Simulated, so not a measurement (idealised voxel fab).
voxel released beams: a process module
Cross-sectional view cut (width: 180 nm; square cell size: 5 nm).
Cross-sections here: square-cell grids, written as top-down lists of bands, a band being one or more rows of cells. Heads up on the band format: heights come first, top then bottom, in nm. After that it's the materials left to right, each with its width in nm. A single material flagged "full width" fills the whole band edge to edge, and "blank" means there's empty space there. Below 0: as-received wafer, all one material; heights counted from there. Lowest band: no bottom, goes on down, written "0 down". Width spec "30 to 40" -> top row of cells at first value, bottom row at second value, equal per-row change in between. Step note "nothing altered" = no cross-section cell changed. Heads up: "Closed internal cavities" only lists the empty pockets with no open path to the top that are 8 cells or more, and it writes them as width x height at distance, distance from the left edge, in nm. Post-settings text on a step line: simulator's own remark regarding the step. "overlay nm", when on a step's line for a step with a mask, measures how far to the right of its planned place the mask lay; a negative measure means to the left.
## plan
1 RECEIVE (material Si)
2 CONFORMAL_DEP (material SiN; thk nm 5)
3 DIRECTIONAL_DEP (material SiO2; thk nm 15)
4 DIRECTIONAL_DEP (material aC; thk nm 15)
5 PATTERN (tone open; mask id ANCHOR; material resist; width nm 25; thk nm 30; overlay nm 0)
6 DIRECTIONAL_ETCH (etch materials aC; depth nm 15)
7 STRIP (etch materials resist)
8 DIRECTIONAL_ETCH (etch materials SiO2; depth nm 15)
9 STRIP (etch materials aC)
10 CONFORMAL_DEP (material polySi; thk nm 10)
11 DIRECTIONAL_DEP (material aC; thk nm 15)
12 PATTERN (tone cover; mask id BEAM; material resist; width nm 110; thk nm 30; overlay nm 0)
13 DIRECTIONAL_ETCH (etch materials aC; depth nm 15)
14 STRIP (etch materials resist)
15 DIRECTIONAL_ETCH (etch materials polySi; depth nm 10)
16 STRIP (etch materials aC)
17 STRIP (etch materials SiO2)
## The following pertains to the first of two wafers, which was processed as planned
## as received, after step 1
> 0 down | Si full width
> Closed internal cavities: none
## Wafer after step 2 (cross-section)
> 5 to 0 | SiN full width
> All layers under 0 are left as they were.
## Wafer after step 3 (cross-section)
> 20 to 5 | SiO2 full width
> All layers under 5 are left as they were.
## Wafer after step 4 (cross-section)
> 35 to 20 | aC full width
> All layers under 20 are left as they were.
## Wafer after step 5 (cross-section)
> 65 to 35 | resist=35 / blank=25 / resist=120
> All layers under 35 are left as they were.
## Wafer after step 6 (cross-section)
> 50 to 35 | resist=35 / blank=25 / resist=120
> 35 to 20 | aC=35 / blank=25 / aC=120
> All layers under 20 are left as they were.
## Wafer after step 7 (cross-section)
> 35 to 20 | aC=35 / blank=25 / aC=120
> All layers under 20 are left as they were.
## Wafer after step 8 (cross-section)
> 35 to 20 | aC=35 / blank=25 / aC=120
> 20 to 5 | SiO2=35 / blank=25 / SiO2=120
> All layers under 5 are left as they were.
## Wafer after step 9 (cross-section)
> 20 to 5 | SiO2=35 / blank=25 / SiO2=120
> All layers under 5 are left as they were.
## Wafer after step 10 (cross-section)
> 30 to 20 | polySi=45 / blank=5 / polySi=130
> 20 to 15 | SiO2=35 / polySi=10 / blank=5 / polySi=10 / SiO2=120
> 15 to 5 | SiO2=35 / polySi=25 / SiO2=120
> All layers under 5 are left as they were.
## Wafer after step 11 (cross-section)
> 45 to 30 | aC=45 / blank=5 / aC=130
> 30 to 20 | polySi=45 / aC=5 / polySi=130
> 20 to 15 | SiO2=35 / polySi=10 / aC=5 / polySi=10 / SiO2=120
> All layers under 15 are left as they were.
## Wafer after step 12 (cross-section)
> 75 to 45 | blank=30 / resist=110 / blank=40
> 45 to 30 | aC=45 / resist=5 / aC=130
> All layers under 30 are left as they were.
## Wafer after step 13 (cross-section)
> 60 to 45 | blank=30 / resist=110 / blank=40
> 45 to 30 | blank=30 / aC=15 / resist=5 / aC=90 / blank=40
> All layers under 30 are left as they were.
## Wafer after step 14 (cross-section)
> 45 to 30 | blank=30 / aC=15 / blank=5 / aC=90 / blank=40
> All layers under 30 are left as they were.
## Wafer after step 15 (cross-section)
> 45 to 30 | blank=30 / aC=15 / blank=5 / aC=90 / blank=40
> 30 to 20 | blank=30 / polySi=15 / aC=5 / polySi=90 / blank=40
> All layers under 20 are left as they were.
## Wafer after step 16 (cross-section)
> 30 to 20 | blank=30 / polySi=15 / blank=5 / polySi=90 / blank=40
> 20 to 15 | SiO2=35 / polySi=10 / blank=5 / polySi=10 / SiO2=120
> All layers under 15 are left as they were.
## Wafer after step 17 (cross-section)
> 30 to 20 | blank=30 / polySi=15 / blank=5 / polySi=90 / blank=40
> 20 to 15 | blank=35 / polySi=10 / blank=5 / polySi=10 / blank=120
> 15 to 5 | blank=35 / polySi=25 / blank=120
> All layers under 5 are left as they were.
## What follows concerns the second wafer, which started out like the first and was meant to follow the very same plan; one mistake crept in when it was run, but everything up to and including step 4 is the same as for the first wafer
## X-section, second wafer, when step 5 was due to finish
> 65 to 35 | resist=40 / blank=25 / resist=115
> All layers under 35 are left as they were.
## X-section, second wafer, when step 6 was due to finish
> 50 to 35 | resist=40 / blank=25 / resist=115
> 35 to 20 | aC=40 / blank=25 / aC=115
> All layers under 20 are left as they were.
## X-section, second wafer, when step 7 was due to finish
> 35 to 20 | aC=40 / blank=25 / aC=115
> All layers under 20 are left as they were.
## X-section, second wafer, when step 8 was due to finish
> 35 to 20 | aC=40 / blank=25 / aC=115
> 20 to 5 | SiO2=40 / blank=25 / SiO2=115
> All layers under 5 are left as they were.
## X-section, second wafer, when step 9 was due to finish
> 20 to 5 | SiO2=40 / blank=25 / SiO2=115
> All layers under 5 are left as they were.
## X-section, second wafer, when step 10 was due to finish
> 30 to 20 | polySi=50 / blank=5 / polySi=125
> 20 to 15 | SiO2=40 / polySi=10 / blank=5 / polySi=10 / SiO2=115
> 15 to 5 | SiO2=40 / polySi=25 / SiO2=115
> All layers under 5 are left as they were.
## X-section, second wafer, when step 11 was due to finish
> 45 to 30 | aC=50 / blank=5 / aC=125
> 30 to 20 | polySi=50 / aC=5 / polySi=125
> 20 to 15 | SiO2=40 / polySi=10 / aC=5 / polySi=10 / SiO2=115
> All layers under 15 are left as they were.
## X-section, second wafer, when step 12 was due to finish
> 75 to 45 | blank=30 / resist=110 / blank=40
> 45 to 30 | aC=50 / resist=5 / aC=125
> All layers under 30 are left as they were.
## X-section, second wafer, when step 13 was due to finish
> 60 to 45 | blank=30 / resist=110 / blank=40
> 45 to 30 | blank=30 / aC=20 / resist=5 / aC=85 / blank=40
> All layers under 30 are left as they were.
## X-section, second wafer, when step 14 was due to finish
> 45 to 30 | blank=30 / aC=20 / blank=5 / aC=85 / blank=40
> All layers under 30 are left as they were.
## X-section, second wafer, when step 15 was due to finish
> 45 to 30 | blank=30 / aC=20 / blank=5 / aC=85 / blank=40
> 30 to 20 | blank=30 / polySi=20 / aC=5 / polySi=85 / blank=40
> All layers under 20 are left as they were.
## X-section, second wafer, when step 16 was due to finish
> 30 to 20 | blank=30 / polySi=20 / blank=5 / polySi=85 / blank=40
> 20 to 15 | SiO2=40 / polySi=10 / blank=5 / polySi=10 / SiO2=115
> All layers under 15 are left as they were.
## X-section, second wafer, when step 17 was due to finish
> 30 to 20 | blank=30 / polySi=20 / blank=5 / polySi=85 / blank=40
> 20 to 15 | blank=40 / polySi=10 / blank=5 / polySi=10 / blank=115
> 15 to 5 | blank=40 / polySi=25 / blank=115
> All layers under 5 are left as they were.
Short version of what went wrong: step 5 ran with different settings than intended, the actual operation and settings being PATTERN (tone open; mask id ANCHOR; material resist; width nm 25; thk nm 30; overlay nm 5)
At the close, every material occupies the same number of cells on the second wafer as on the first, only in different positions.
